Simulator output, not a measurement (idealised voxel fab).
The process module presented herein is designated voxel air gaps.
In the cross-section labelled cut, the width is 285 nm and each square cell is 5 nm.
Square cells in a grid make up a cross-section in this document, and the grid is given as bands, listed from the top down, each one or more rows of cells.
It is stipulated that each band's entry specify, in nanometres, the height of the top of the band and then that of its bottom, followed by the materials of the band in left-to-right sequence, each together with its width in nanometres. A single material marked by the word "everywhere" is understood to fill the band from edge to edge; the word "air" is understood to denote empty space.
Height is counted from the level 0, under which the received wafer is composed throughout of one material. The lowest of the bands is not closed at the bottom but continues downward, in the notation "z 0 and below".
Quick explanation for "30->40": the width changes in equal steps down the rows of cells, from the first number in the band's top row to the second number in its bottom row.
Given "no modification" for a step, no cell of the cross-section differs between before and after that step.
"Closed internal cavities" specifies each empty space that is not open to the top and that occupies no fewer than 8 cells, using the form width x height at distance, the distance measured from the left edge and all three quantities in nm.
Where a step's line continues beyond its settings, the continuation is a remark by the simulator itself on that step.
overlay nm: on a step with a mask, how far right of its planned place the mask lay; negative means left.
[Intended process steps]
1 op RECEIVE | material Si
2 op CONFORMAL_DEP | material SiO2 | thk nm 10
3 op CONFORMAL_DEP | material SiN | thk nm 5
4 op DIRECTIONAL_DEP | material lowk | thk nm 40
5 op PATTERN | tone open | mask id LINES | material resist | width nm 15 | pitch nm 45 | thk nm 15 | overlay nm 0
6 op DIRECTIONAL_ETCH | etch materials lowk | depth nm 40
7 op STRIP | etch materials resist
8 op CONFORMAL_DEP | material TiN | thk nm 5
9 op FILL_DEP | material W | thk nm 5
10 op CMP | height nm 55
11 op EPI | material Ru | thk nm 10
12 op SELECTIVE_ETCH | etch materials lowk | depth nm 50
13 op CONFORMAL_DEP | material SiN | thk nm 5
[First wafer, two in total, run as planned]
[Cross-section, incoming material, after step 1]
* z 0 and below = Si everywhere
* Closed internal cavities: none
[Wafer section view after processing step 2]
* z 10 to 0 = SiO2 everywhere
* Under the height 0 nothing was changed.
[Wafer section view after processing step 3]
* z 15 to 10 = SiN everywhere
* Under the height 10 nothing was changed.
[Wafer section view after processing step 4]
* z 55 to 15 = lowk everywhere
* Under the height 15 nothing was changed.
[Wafer section view after processing step 5]
* z 70 to 55 = resist 90, air 15, resist 30, air 15, resist 30, air 15, resist 90
* Under the height 55 nothing was changed.
[Wafer section view after processing step 6]
* z 70 to 55 = resist 90, air 15, resist 30, air 15, resist 30, air 15, resist 90
* z 55 to 15 = lowk 90, air 15, lowk 30, air 15, lowk 30, air 15, lowk 90
* Under the height 15 nothing was changed.
[Wafer section view after processing step 7]
* z 55 to 15 = lowk 90, air 15, lowk 30, air 15, lowk 30, air 15, lowk 90
* Under the height 15 nothing was changed.
[Wafer section view after processing step 8]
* z 60 to 55 = TiN 95, air 5, TiN 40, air 5, TiN 40, air 5, TiN 95
* z 55 to 20 = lowk 90, TiN 5, air 5, TiN 5, lowk 30, TiN 5, air 5, TiN 5, lowk 30, TiN 5, air 5, TiN 5, lowk 90
* z 20 to 15 = lowk 90, TiN 15, lowk 30, TiN 15, lowk 30, TiN 15, lowk 90
* Under the height 15 nothing was changed.
[Wafer section view after processing step 9]
* z 65 to 60 = W everywhere
* z 60 to 55 = TiN 95, W 5, TiN 40, W 5, TiN 40, W 5, TiN 95
* z 55 to 20 = lowk 90, TiN 5, W 5, TiN 5, lowk 30, TiN 5, W 5, TiN 5, lowk 30, TiN 5, W 5, TiN 5, lowk 90
* Under the height 20 nothing was changed.
[Wafer section view after processing step 10]
* z 55 to 20 = lowk 90, TiN 5, W 5, TiN 5, lowk 30, TiN 5, W 5, TiN 5, lowk 30, TiN 5, W 5, TiN 5, lowk 90
* Under the height 20 nothing was changed.
[Wafer section view after processing step 11]
* z 65 to 55 = air 80, Ru 35, air 10, Ru 35, air 10, Ru 35, air 80
* Under the height 55 nothing was changed.
[Wafer section view after processing step 12]
* z 65 to 55 = air 80, Ru 35, air 10, Ru 35, air 10, Ru 35, air 80
* z 55 to 20 = air 90, TiN 5, W 5, TiN 5, air 30, TiN 5, W 5, TiN 5, air 30, TiN 5, W 5, TiN 5, air 90
* z 20 to 15 = air 90, TiN 15, air 30, TiN 15, air 30, TiN 15, air 90
* Under the height 15 nothing was changed.
[Wafer section view after processing step 13]
* z 70 to 65 = air 75, SiN 135, air 75
* z 65 to 55 = air 75, SiN 5, Ru 35, SiN 10, Ru 35, SiN 10, Ru 35, SiN 5, air 75
* z 55 to 50 = air 75, SiN 15, TiN 5, W 5, TiN 5, SiN 30, TiN 5, W 5, TiN 5, SiN 30, TiN 5, W 5, TiN 5, SiN 15, air 75
* z 50 to 20 = air 85, SiN 5, TiN 5, W 5, TiN 5, SiN 5, air 20, SiN 5, TiN 5, W 5, TiN 5, SiN 5, air 20, SiN 5, TiN 5, W 5, TiN 5, SiN 5, air 85
* z 20 to 15 = SiN 90, TiN 15, SiN 30, TiN 15, SiN 30, TiN 15, SiN 90
* Under the height 15 nothing was changed.
* Closed internal cavities: 20 x 30 at 110; 20 x 30 at 155
[Wafer two. Same start, same plan, one slip in execution. Same as wafer one through step 4, inclusive]
[Cross-section of the second wafer at the time by which step 5 should have been completed according to the plan]
* z 70 to 55 = resist 85, air 25, resist 20, air 25, resist 20, air 25, resist 85
* Under the height 55 nothing was changed.
[Cross-section of the second wafer at the time by which step 6 should have been completed according to the plan]
* z 70 to 55 = resist 85, air 25, resist 20, air 25, resist 20, air 25, resist 85
* z 55 to 15 = lowk 85, air 25, lowk 20, air 25, lowk 20, air 25, lowk 85
* Under the height 15 nothing was changed.
[Cross-section of the second wafer at the time by which step 7 should have been completed according to the plan]
* z 55 to 15 = lowk 85, air 25, lowk 20, air 25, lowk 20, air 25, lowk 85
* Under the height 15 nothing was changed.
[Cross-section of the second wafer at the time by which step 8 should have been completed according to the plan]
* z 60 to 55 = TiN 90, air 15, TiN 30, air 15, TiN 30, air 15, TiN 90
* z 55 to 20 = lowk 85, TiN 5, air 15, TiN 5, lowk 20, TiN 5, air 15, TiN 5, lowk 20, TiN 5, air 15, TiN 5, lowk 85
* z 20 to 15 = lowk 85, TiN 25, lowk 20, TiN 25, lowk 20, TiN 25, lowk 85
* Under the height 15 nothing was changed.
[Cross-section of the second wafer at the time by which step 9 should have been completed according to the plan]
* z 65 to 60 = W everywhere
* z 60 to 55 = TiN 90, W 15, TiN 30, W 15, TiN 30, W 15, TiN 90
* z 55 to 20 = lowk 85, TiN 5, W 15, TiN 5, lowk 20, TiN 5, W 15, TiN 5, lowk 20, TiN 5, W 15, TiN 5, lowk 85
* Under the height 20 nothing was changed.
[Cross-section of the second wafer at the time by which step 10 should have been completed according to the plan]
* z 55 to 20 = lowk 85, TiN 5, W 15, TiN 5, lowk 20, TiN 5, W 15, TiN 5, lowk 20, TiN 5, W 15, TiN 5, lowk 85
* Under the height 20 nothing was changed.
[Cross-section of the second wafer at the time by which step 11 should have been completed according to the plan]
* z 65 to 55 = air 75, Ru 135, air 75
* Under the height 55 nothing was changed.
[Cross-section of the second wafer at the time by which step 12 should have been completed according to the plan]
* z 65 to 55 = air 75, Ru 135, air 75
* z 55 to 20 = air 85, TiN 5, W 15, TiN 5, lowk 20, TiN 5, W 15, TiN 5, lowk 20, TiN 5, W 15, TiN 5, air 85
* z 20 to 15 = air 85, TiN 25, lowk 20, TiN 25, lowk 20, TiN 25, air 85
* Under the height 15 nothing was changed.
[Cross-section of the second wafer at the time by which step 13 should have been completed according to the plan]
* z 70 to 65 = air 70, SiN 145, air 70
* z 65 to 55 = air 70, SiN 5, Ru 135, SiN 5, air 70
* z 55 to 50 = air 70, SiN 15, TiN 5, W 15, TiN 5, lowk 20, TiN 5, W 15, TiN 5, lowk 20, TiN 5, W 15, TiN 5, SiN 15, air 70
* z 50 to 20 = air 80, SiN 5, TiN 5, W 15, TiN 5, lowk 20, TiN 5, W 15, TiN 5, lowk 20, TiN 5, W 15, TiN 5, SiN 5, air 80
* z 20 to 15 = SiN 85, TiN 25, lowk 20, TiN 25, lowk 20, TiN 25, SiN 85
* Under the height 15 nothing was changed.
What broke from the plan during processing? step 5 deviated from plan and actually ran as op PATTERN | tone open | mask id LINES | material resist | width nm 25 | pitch nm 45 | thk nm 15 | overlay nm 0
It is noted that, at the conclusion of processing, the second wafer exhibits a higher or lower cell count for certain materials relative to the first: Ru +12, SiN -56, TiN +6, W +42, lowk +64
Heads up: the first wafer ends with 2 closed voids, the second with 0.
